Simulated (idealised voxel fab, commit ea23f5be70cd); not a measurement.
process module | voxel self aligned contacts
cross-section cut | 225 nm wide | cells 5 nm
A cross-section is a grid of square cells, given in bands from the top down. A band is one or more rows of cells.
Each band's line starts with the height of the band's top and of its bottom, in nm. Then come its materials from left to right, each with its width in nm. One material with "throughout" fills the band from edge to edge. "air" is empty space.
Height 0 is the level under which the wafer as received is all one material. The lowest band goes on downwards, as in "0 down".
A width such as "30 to 40" changes by the same amount from each row of cells to the next, from the band's top row to its bottom row.
"no change" after a step means that no cell of the cross-section changed.
closed voids: empty space of 8 cells or more with no open way to the top, each as width x height at its distance from the left edge, in nm
after a step's settings: what the simulator itself notes on the step
overlay nm, on a step with a mask: how far to the right of its planned place the mask lay; to the left if negative
plan
1 op RECEIVE | material Si
2 op OXIDIZE | depth nm 5
3 op DIRECTIONAL_DEP | material polySi | thk nm 20
4 op DIRECTIONAL_DEP | material SiN | thk nm 25
5 op DIRECTIONAL_DEP | material aC | thk nm 10
6 op PATTERN | tone cover | mask id GATE | material resist | width nm 25 | pitch nm 70 | thk nm 25 | overlay nm 0
7 op DIRECTIONAL_ETCH | etch materials aC | depth nm 10
8 op STRIP | etch materials resist
9 op DIRECTIONAL_ETCH | etch materials SiN | depth nm 25
10 op DIRECTIONAL_ETCH | etch materials polySi | depth nm 20
11 op STRIP | etch materials aC
12 op CONFORMAL_DEP | material SiN | thk nm 10
13 op DIRECTIONAL_ETCH | etch materials SiN | depth nm 10
14 op FILL_DEP | material SiO2 | thk nm 15
15 op CMP | height nm 50
16 op DIRECTIONAL_DEP | material aC | thk nm 10
17 op PATTERN | tone open | mask id CONTACT | material resist | width nm 55 | pitch nm 70 | thk nm 30 | overlay nm 0
18 op DIRECTIONAL_ETCH | etch materials aC | depth nm 10
19 op STRIP | etch materials resist
20 op DIRECTIONAL_ETCH | etch materials SiO2 | depth nm 55
21 op STRIP | etch materials aC
22 op CONFORMAL_DEP | material TiN | thk nm 5
23 op FILL_DEP | material Ru | thk nm 10
24 op CMP | height nm 50
25 op CONFORMAL_DEP | material SiN | thk nm 5
as received, after step 1
  0 down: Si throughout
  closed voids: none
a wafer at the end: this start, this plan, one mistake
  55 to 50: SiN throughout
  50 to 45: SiO2 45 | TiN 25 | Ru 15 | TiN 15 | SiO2 15 | TiN 25 | Ru 15 | TiN 15 | SiO2 55
  45 to 20: SiO2 20 | SiN 45 | TiN 5 | Ru 15 | TiN 5 | SiN 45 | TiN 5 | Ru 15 | TiN 5 | SiN 45 | SiO2 20
  20 to 0: SiO2 20 | SiN 10 | polySi 25 | SiN 10 | TiN 5 | Ru 15 | TiN 5 | SiN 10 | polySi 25 | SiN 10 | TiN 5 | Ru 15 | TiN 5 | SiN 10 | polySi 25 | SiN 10 | SiO2 20
  0 to -5: SiO2 65 | TiN 25 | SiO2 45 | TiN 25 | SiO2 65
  -5 down: Si throughout
  closed voids: none
what went wrong: step 17 ran as: op PATTERN | tone open | mask id CONTACT | material resist | width nm 55 | pitch nm 70 | thk nm 30 | overlay nm -5
